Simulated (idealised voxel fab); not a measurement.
process module | voxel trench capacitor
cross-section cut | 200 nm wide | cells 5 nm
A cross-section is a grid of square cells, given in bands from the top down. A band is one or more rows of cells.
Each band's line starts with the height of the band's top and of its bottom, in nm. Then come its materials from left to right, each with its width in nm. One material with "throughout" fills the band from edge to edge. "air" is empty space.
Height 0 is the level under which the wafer as received is all one material. The lowest band goes on downwards, as in "0 down".
A width such as "30 to 40" changes by the same amount from each row of cells to the next, from the band's top row to its bottom row.
"no change" after a step means that no cell of the cross-section changed.
closed voids: empty space of 8 cells or more with no open way to the top, each as width x height at its distance from the left edge, in nm
after a step's settings: what the simulator itself notes on the step
overlay nm, on a step with a mask: how far to the right of its planned place the mask lay; to the left if negative
plan
1 op RECEIVE | material Si
2 op CONFORMAL_DEP | material SiN | thk nm 5
3 op DIRECTIONAL_DEP | material aC | thk nm 10
4 op PATTERN | tone open | mask id TRENCH | material resist | width nm 25 | pitch nm 55 | thk nm 30 | overlay nm 0
5 op DIRECTIONAL_ETCH | etch materials aC | depth nm 10
6 op STRIP | etch materials resist
7 op DIRECTIONAL_ETCH | etch materials SiN | depth nm 5
8 op DIRECTIONAL_ETCH | etch materials Si | depth nm 35
9 op STRIP | etch materials aC
10 op CONFORMAL_DEP | material Al2O3 | thk nm 5
11 op FILL_DEP | material polySi | thk nm 5
12 op CMP | height nm 5
as received, after step 1
  0 down: Si throughout
  closed voids: none
a wafer at the end: this start, this plan, one mistake
  0 to -30: Si 60 | Al2O3 5 | polySi 15 | Al2O3 5 | Si 30 | Al2O3 5 | polySi 15 | Al2O3 5 | Si 60
  -30 to -35: Si 60 | Al2O3 25 | Si 30 | Al2O3 25 | Si 60
  -35 down: Si throughout
  closed voids: none
what went wrong: step 12 ran as: op CMP | height nm 0
